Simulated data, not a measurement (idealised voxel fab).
process module | voxel wiring stack
cross-section cut | 195 nm wide | cells 5 nm
A cross-section is a grid of square cells, given in bands from the top down. A band is one or more rows of cells.
Each band's line starts with the height of the band's top and of its bottom, in nm. Then come its materials from left to right, each with its width in nm. One material with "throughout" fills the band from edge to edge. "air" is empty space.
Height 0 is the level under which the wafer as received is all one material. The lowest band goes on downwards, as in "0 down".
A width such as "30 to 40" changes by the same amount from each row of cells to the next, from the band's top row to its bottom row.
"no change" after a step means that no cell of the cross-section changed.
closed voids: empty space of 8 cells or more with no open way to the top, each as width x height at its distance from the left edge, in nm
after a step's settings: what the simulator itself notes on the step
overlay nm, on a step with a mask: how far to the right of its planned place the mask lay; to the left if negative
plan
1 op RECEIVE | material Si
2 op CONFORMAL_DEP | material SiO2 | thk nm 15
3 op DIRECTIONAL_DEP | material TiN | thk nm 5
4 op DIRECTIONAL_DEP | material W | thk nm 15
5 op MASKED_ETCH | tone cover | mask id METAL_1 | width nm 30 | pitch nm 50 | etch materials W | depth nm 15 | overlay nm 0
6 op MASKED_ETCH | tone cover | mask id METAL_1 | width nm 30 | pitch nm 50 | etch materials TiN | depth nm 5 | overlay nm 0
7 op CONFORMAL_DEP | material SiN | thk nm 5
8 op FILL_DEP | material SiO2 | thk nm 5
9 op CMP | height nm 35
10 op CONFORMAL_DEP | material SiCN | thk nm 5
11 op DIRECTIONAL_DEP | material SiO2 | thk nm 10
12 op MASKED_ETCH | tone open | mask id PLUG_1 | width nm 15 | pitch nm 50 | etch materials SiO2 | depth nm 10 | overlay nm 0
13 op MASKED_ETCH | tone open | mask id PLUG_1 | width nm 15 | pitch nm 50 | etch materials SiCN | depth nm 5 | overlay nm 0
14 op EPI | material Ru | thk nm 10
15 op EPI | material Ru | thk nm 5
16 op CONFORMAL_DEP | material SiN | thk nm 5
17 op DIRECTIONAL_DEP | material lowk | thk nm 20
18 op DIRECTIONAL_DEP | material aC | thk nm 15
19 op PATTERN | tone open | mask id METAL_2 | material resist | width nm 30 | pitch nm 50 | thk nm 35 | overlay nm 0
20 op DIRECTIONAL_ETCH | etch materials aC | depth nm 15
21 op STRIP | etch materials resist
22 op DIRECTIONAL_ETCH | etch materials lowk | depth nm 20
23 op DIRECTIONAL_ETCH | etch materials SiN | depth nm 5
24 op STRIP | etch materials aC
25 op CONFORMAL_DEP | material TiN | thk nm 5
26 op FILL_DEP | material Cu | thk nm 10
27 op CMP | height nm 75
28 op EPI | material Ru | thk nm 5
29 op FILL_DEP | material SiCN | thk nm 5
as received, after step 1
  0 down: Si throughout
  closed voids: none
a wafer at the end: this start, this plan, one mistake
  85 to 80: SiCN throughout
  80 to 75: SiCN 25 | Ru 40 | SiCN 10 | Ru 40 | SiCN 10 | Ru 40 | SiCN 30
  75 to 55: lowk 30 | TiN 5 | Cu 20 | TiN 5 | lowk 20 | TiN 5 | Cu 20 | TiN 5 | lowk 20 | TiN 5 | Cu 20 | TiN 5 | lowk 35
  55 to 50: SiN 30 | TiN 30 | SiN 20 | TiN 30 | SiN 20 | TiN 30 | SiN 35
  50 to 40: SiO2 30 | Ru 15 | SiO2 35 | Ru 15 | SiO2 35 | Ru 15 | SiO2 50
  40 to 35: SiCN 30 | Ru 15 | SiCN 35 | Ru 15 | SiCN 35 | Ru 15 | SiCN 50
  35 to 25: SiO2 30 | SiN 5 | W 25 | SiN 5 | SiO2 15 | SiN 5 | W 25 | SiN 5 | SiO2 15 | SiN 5 | W 25 | SiN 5 | SiO2 30
  25 to 20: SiO2 25 | SiN 10 | W 25 | SiN 5 | SiO2 10 | SiN 10 | W 25 | SiN 5 | SiO2 10 | SiN 10 | W 25 | SiN 5 | SiO2 30
  20 to 15: SiN 30 | TiN 30 | SiN 20 | TiN 30 | SiN 20 | TiN 30 | SiN 35
  15 to 0: SiO2 throughout
  0 down: Si throughout
  closed voids: none
what went wrong: step 5 ran as: op MASKED_ETCH | tone cover | mask id METAL_1 | width nm 25 | pitch nm 50 | etch materials W | depth nm 15 | overlay nm 0
